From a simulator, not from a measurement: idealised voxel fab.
Title: Process Module voxel self aligned vias
Xsec cut, 195 nm wide, square cell size 5 nm.
Square cells in a grid make up a cross-section in this document, and the grid is given as bands, listed from the top down, each one or more rows of cells. First you get the band's top height and its bottom height, in nm, and then the materials it's made of, left to right, with each width in nm. If you see a single material with "full width", that one covers the band edge to edge. "air" is empty space. Heights are expressed relative to 0, this being the level below which the as-received wafer comprises one material exclusively. The lowest band is unbounded in the downward direction and is denoted as in "0 down". With a width like "30 to 40", each row of cells in the band differs from the next by the same amount, the top row carrying the first number and the bottom row the second. You'll sometimes find "everything unchanged" written for a step, and that's the way of saying that nowhere in the cross-section did a cell change during that step. Listed in "Unvented voids": every empty space of 8 or more cells without an open way to the top. Form: width x height at distance, the distance being from the left edge, all in nm. Post-settings text on a step line: simulator's own remark regarding the step. Regarding "overlay nm": on a step with a mask, it is the distance the mask lay to the right of its planned place; a negative value places it to the left.
### The process steps that were planned are listed below
1: RECEIVE with material Si
2: CONFORMAL_DEP with material SiO2, thk nm 10
3: CONFORMAL_DEP with material SiCN, thk nm 5
4: DIRECTIONAL_DEP with material SiO2, thk nm 20
5: MASKED_ETCH with tone open, mask id LINES, width nm 25, pitch nm 65, etch materials SiO2, depth nm 20, overlay nm 0
6: CONFORMAL_DEP with material TiN, thk nm 5
7: FILL_DEP with material Ru, thk nm 5
8: CMP with height nm 35
9: SELECTIVE_ETCH with etch materials W Ru TiN, depth nm 5
10: FILL_DEP with material SiN, thk nm 5
11: CMP with height nm 35
12: DIRECTIONAL_DEP with material SiO2, thk nm 15
13: DIRECTIONAL_DEP with material aC, thk nm 10
14: PATTERN with tone open, mask id VIAS, material resist, width nm 45, thk nm 25, overlay nm 0
15: DIRECTIONAL_ETCH with etch materials aC, depth nm 10
16: STRIP with etch materials resist
17: DIRECTIONAL_ETCH with etch materials SiO2, depth nm 15
18: DIRECTIONAL_ETCH with etch materials SiN, depth nm 5
19: STRIP with etch materials aC
20: CONFORMAL_DEP with material TiN, thk nm 5
21: FILL_DEP with material Cu, thk nm 10
22: CMP with height nm 50
23: CONFORMAL_DEP with material SiCN, thk nm 5
### The first wafer of two, processed as planned
### Shown in cross-section is the wafer as received, that is, as it stands after step 1
  0 down | Si full width
  Unvented voids: none
### Cross-section of the wafer subsequent to step 2
  10 to 0 | SiO2 full width
  No changes below 0.
### Cross-section of the wafer subsequent to step 3
  15 to 10 | SiCN full width
  No changes below 10.
### Cross-section of the wafer subsequent to step 4
  35 to 15 | SiO2 full width
  No changes below 15.
### Cross-section of the wafer subsequent to step 5
  35 to 15 | 50 SiO2 / 25 air / 40 SiO2 / 25 air / 55 SiO2
  No changes below 15.
### Cross-section of the wafer subsequent to step 6
  40 to 35 | 55 TiN / 15 air / 50 TiN / 15 air / 60 TiN
  35 to 20 | 50 SiO2 / 5 TiN / 15 air / 5 TiN / 40 SiO2 / 5 TiN / 15 air / 5 TiN / 55 SiO2
  20 to 15 | 50 SiO2 / 25 TiN / 40 SiO2 / 25 TiN / 55 SiO2
  No changes below 15.
### Cross-section of the wafer subsequent to step 7
  45 to 40 | Ru full width
  40 to 35 | 55 TiN / 15 Ru / 50 TiN / 15 Ru / 60 TiN
  35 to 20 | 50 SiO2 / 5 TiN / 15 Ru / 5 TiN / 40 SiO2 / 5 TiN / 15 Ru / 5 TiN / 55 SiO2
  No changes below 20.
### Cross-section of the wafer subsequent to step 8
  35 to 20 | 50 SiO2 / 5 TiN / 15 Ru / 5 TiN / 40 SiO2 / 5 TiN / 15 Ru / 5 TiN / 55 SiO2
  No changes below 20.
### Cross-section of the wafer subsequent to step 9
  35 to 30 | 50 SiO2 / 25 air / 40 SiO2 / 25 air / 55 SiO2
  No changes below 30.
### Cross-section of the wafer subsequent to step 10
  40 to 35 | SiN full width
  35 to 30 | 50 SiO2 / 25 SiN / 40 SiO2 / 25 SiN / 55 SiO2
  No changes below 30.
### Cross-section of the wafer subsequent to step 11
  35 to 30 | 50 SiO2 / 25 SiN / 40 SiO2 / 25 SiN / 55 SiO2
  No changes below 30.
### Cross-section of the wafer subsequent to step 12
  50 to 35 | SiO2 full width
  No changes below 35.
### Cross-section of the wafer subsequent to step 13
  60 to 50 | aC full width
  No changes below 50.
### Cross-section of the wafer subsequent to step 14
  85 to 60 | 40 resist / 45 air / 110 resist
  No changes below 60.
### Cross-section of the wafer subsequent to step 15
  75 to 60 | 40 resist / 45 air / 110 resist
  60 to 50 | 40 aC / 45 air / 110 aC
  No changes below 50.
### Cross-section of the wafer subsequent to step 16
  60 to 50 | 40 aC / 45 air / 110 aC
  No changes below 50.
### Cross-section of the wafer subsequent to step 17
  60 to 50 | 40 aC / 45 air / 110 aC
  50 to 35 | 40 SiO2 / 45 air / 110 SiO2
  No changes below 35.
### Cross-section of the wafer subsequent to step 18
  60 to 50 | 40 aC / 45 air / 110 aC
  50 to 35 | 40 SiO2 / 45 air / 110 SiO2
  35 to 30 | 50 SiO2 / 25 air / 40 SiO2 / 25 SiN / 55 SiO2
  No changes below 30.
### Cross-section of the wafer subsequent to step 19
  50 to 35 | 40 SiO2 / 45 air / 110 SiO2
  No changes below 35.
### Cross-section of the wafer subsequent to step 20
  55 to 50 | 45 TiN / 35 air / 115 TiN
  50 to 40 | 40 SiO2 / 5 TiN / 35 air / 5 TiN / 110 SiO2
  40 to 35 | 40 SiO2 / 15 TiN / 15 air / 15 TiN / 110 SiO2
  35 to 30 | 50 SiO2 / 25 TiN / 40 SiO2 / 25 SiN / 55 SiO2
  No changes below 30.
### Cross-section of the wafer subsequent to step 21
  65 to 55 | Cu full width
  55 to 50 | 45 TiN / 35 Cu / 115 TiN
  50 to 40 | 40 SiO2 / 5 TiN / 35 Cu / 5 TiN / 110 SiO2
  40 to 35 | 40 SiO2 / 15 TiN / 15 Cu / 15 TiN / 110 SiO2
  No changes below 35.
### Cross-section of the wafer subsequent to step 22
  50 to 40 | 40 SiO2 / 5 TiN / 35 Cu / 5 TiN / 110 SiO2
  No changes below 40.
### Cross-section of the wafer subsequent to step 23
  55 to 50 | SiCN full width
  No changes below 50.
### Wafer two of two - same starting point, same process plan, one mistake in execution; matches wafer one up to and including step 17
### Second wafer at the planned finish of step 18, seen in cross-section
  60 to 50 | 40 aC / 45 air / 110 aC
  50 to 35 | 40 SiO2 / 45 air / 110 SiO2
  35 to 30 | 40 SiO2 / 10 air / 25 SiN / 10 air / 30 SiO2 / 25 SiN / 55 SiO2
  No changes below 30.
### Second wafer at the planned finish of step 19, seen in cross-section
  50 to 35 | 40 SiO2 / 45 air / 110 SiO2
  No changes below 35.
### Second wafer at the planned finish of step 20, seen in cross-section
  55 to 50 | 45 TiN / 35 air / 115 TiN
  50 to 40 | 40 SiO2 / 5 TiN / 35 air / 5 TiN / 110 SiO2
  40 to 35 | 40 SiO2 / 45 TiN / 110 SiO2
  35 to 30 | 40 SiO2 / 10 TiN / 25 SiN / 10 TiN / 30 SiO2 / 25 SiN / 55 SiO2
  No changes below 30.
### Second wafer at the planned finish of step 21, seen in cross-section
  65 to 55 | Cu full width
  55 to 50 | 45 TiN / 35 Cu / 115 TiN
  50 to 40 | 40 SiO2 / 5 TiN / 35 Cu / 5 TiN / 110 SiO2
  No changes below 40.
### Second wafer at the planned finish of step 22, seen in cross-section
  50 to 40 | 40 SiO2 / 5 TiN / 35 Cu / 5 TiN / 110 SiO2
  No changes below 40.
### Second wafer at the planned finish of step 23, seen in cross-section
  55 to 50 | SiCN full width
  No changes below 50.
What went wrong in running the wafer? step 18 did not happen as planned, as run it was DIRECTIONAL_ETCH with etch materials SiO2, depth nm 5
In the final state, the cell counts of the second wafer exceed or fall short of those of the first for the following materials: 3 fewer of Cu, 5 more of SiN, 4 fewer of SiO2, 2 more of TiN
